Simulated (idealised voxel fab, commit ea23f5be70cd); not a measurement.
A process module follows: voxel capacitor over wiring.
cross-section cut | 175 nm wide | cells 5 nm
Notation: cross-section as square-cell grid; stated in bands, top first, going down; one or more cell rows per band. Within each band entry, the heights of the top and of the bottom of the band appear first, in that order and in nm; the materials of the band then follow from left to right, each with its corresponding width in nm. The designation "full width" on a single material indicates that it fills the band from edge to edge; the designation "blank" indicates empty space. The level at which height equals 0 is the one under which the wafer, as it arrives, is entirely one material. No lower edge exists for the bottom band, which continues downward and is notated as in "z 0 and below". So if you see something like "30 to 40" for the width, read it as the top row of the band sitting at the first number and the bottom row at the second, with every row in between moving by the same amount as the last. Any step labelled "changes: none" changed none of the cells in the cross-section. What "Sealed internal cavities" gives you is every empty space of 8 cells or more that is cut off from the top. Each appears as width x height at distance, with the distance taken from the left edge and width, height and distance all in nm. Read whatever lies past the settings on a step's line as the simulator's own remark about the step. The optional step-line setting "overlay nm" applies to steps with a mask and quantifies how far to the right of its planned location the mask lay, a negative value indicating leftward placement.
**This section lists the process steps that were planned**
1) op RECEIVE | material Si
2) op CONFORMAL_DEP | material SiO2 | thk nm 10
3) op CONFORMAL_DEP | material SiN | thk nm 5
4) op DIRECTIONAL_DEP | material lowk | thk nm 25
5) op MASKED_ETCH | tone open | mask id METAL_1 | width nm 20 | pitch nm 75 | etch materials lowk | depth nm 25 | overlay nm 0
6) op MASKED_ETCH | tone open | mask id METAL_1 | width nm 20 | pitch nm 75 | etch materials SiN | depth nm 5 | overlay nm 0
7) op CONFORMAL_DEP | material TiN | thk nm 5
8) op FILL_DEP | material Cu | thk nm 10
9) op CMP | height nm 40
10) op EPI | material Ru | thk nm 5
11) op FILL_DEP | material SiCN | thk nm 5
12) op DIRECTIONAL_DEP | material lowk | thk nm 20
13) op PATTERN | tone open | mask id PLUG_1 | material resist | width nm 15 | thk nm 15 | overlay nm 0
14) op DIRECTIONAL_ETCH | etch materials lowk | depth nm 20
15) op DIRECTIONAL_ETCH | etch materials SiCN | depth nm 5
16) op STRIP | etch materials resist
17) op CONFORMAL_DEP | material TiN | thk nm 5
18) op FILL_DEP | material Cu | thk nm 10
19) op CMP | height nm 70
20) op DIRECTIONAL_DEP | material TiN | thk nm 10
21) op DIRECTIONAL_DEP | material SiN | thk nm 5
22) op DIRECTIONAL_DEP | material TiN | thk nm 10
23) op DIRECTIONAL_DEP | material aC | thk nm 15
24) op PATTERN | tone cover | mask id UPPER_PLATE | material resist | width nm 50 | thk nm 35 | overlay nm 0
25) op DIRECTIONAL_ETCH | etch materials aC | depth nm 15
26) op STRIP | etch materials resist
27) op DIRECTIONAL_ETCH | etch materials TiN | depth nm 10
28) op DIRECTIONAL_ETCH | etch materials SiN | depth nm 5
29) op STRIP | etch materials aC
30) op DIRECTIONAL_DEP | material aC | thk nm 15
31) op PATTERN | tone cover | mask id LOWER_PLATE | material resist | width nm 70 | thk nm 30 | overlay nm 0
32) op DIRECTIONAL_ETCH | etch materials aC | depth nm 15
33) op STRIP | etch materials resist
34) op DIRECTIONAL_ETCH | etch materials TiN | depth nm 10
35) op STRIP | etch materials aC
36) op FILL_DEP | material SiO2 | thk nm 15
37) op CMP | height nm 105
38) op MASKED_ETCH | tone open | mask id PLUG_2 | width nm 15 | etch materials SiO2 | depth nm 10 | overlay nm 0
39) op CONFORMAL_DEP | material TiN | thk nm 5
40) op FILL_DEP | material Ru | thk nm 5
41) op CMP | height nm 105
42) op CONFORMAL_DEP | material SiCN | thk nm 5
Keep in mind the plan's value for the width nm of step 24 comes from the first wafer; the wafers don't share that setting, but they do share the same starting point.
**The first of several wafers, as received after step 1, seen in section**
z 0 and below | Si full width
Sealed internal cavities: none
**Where each wafer stands at the end of the module, a row apiece: cells of each material gained (+) or lost (-) since it was received, then closed voids**
width nm 50 | +24 Cu | +13 Ru | +90 SiCN | +37 SiN | +251 SiO2 | +92 TiN | +263 lowk | Sealed internal cavities: none
width nm 55 | +24 Cu | +13 Ru | +90 SiCN | +38 SiN | +248 SiO2 | +94 TiN | +263 lowk | Sealed internal cavities: none
width nm 60 | +24 Cu | +13 Ru | +90 SiCN | +39 SiN | +245 SiO2 | +96 TiN | +263 lowk | Sealed internal cavities: none
width nm 65 | +24 Cu | +13 Ru | +90 SiCN | +40 SiN | +242 SiO2 | +98 TiN | +263 lowk | Sealed internal cavities: none
width nm 70 | +24 Cu | +13 Ru | +90 SiCN | +41 SiN | +239 SiO2 | +100 TiN | +263 lowk | Sealed internal cavities: none
width nm 75 | +24 Cu | +13 Ru | +90 SiCN | +42 SiN | +236 SiO2 | +102 TiN | +263 lowk | Sealed internal cavities: none
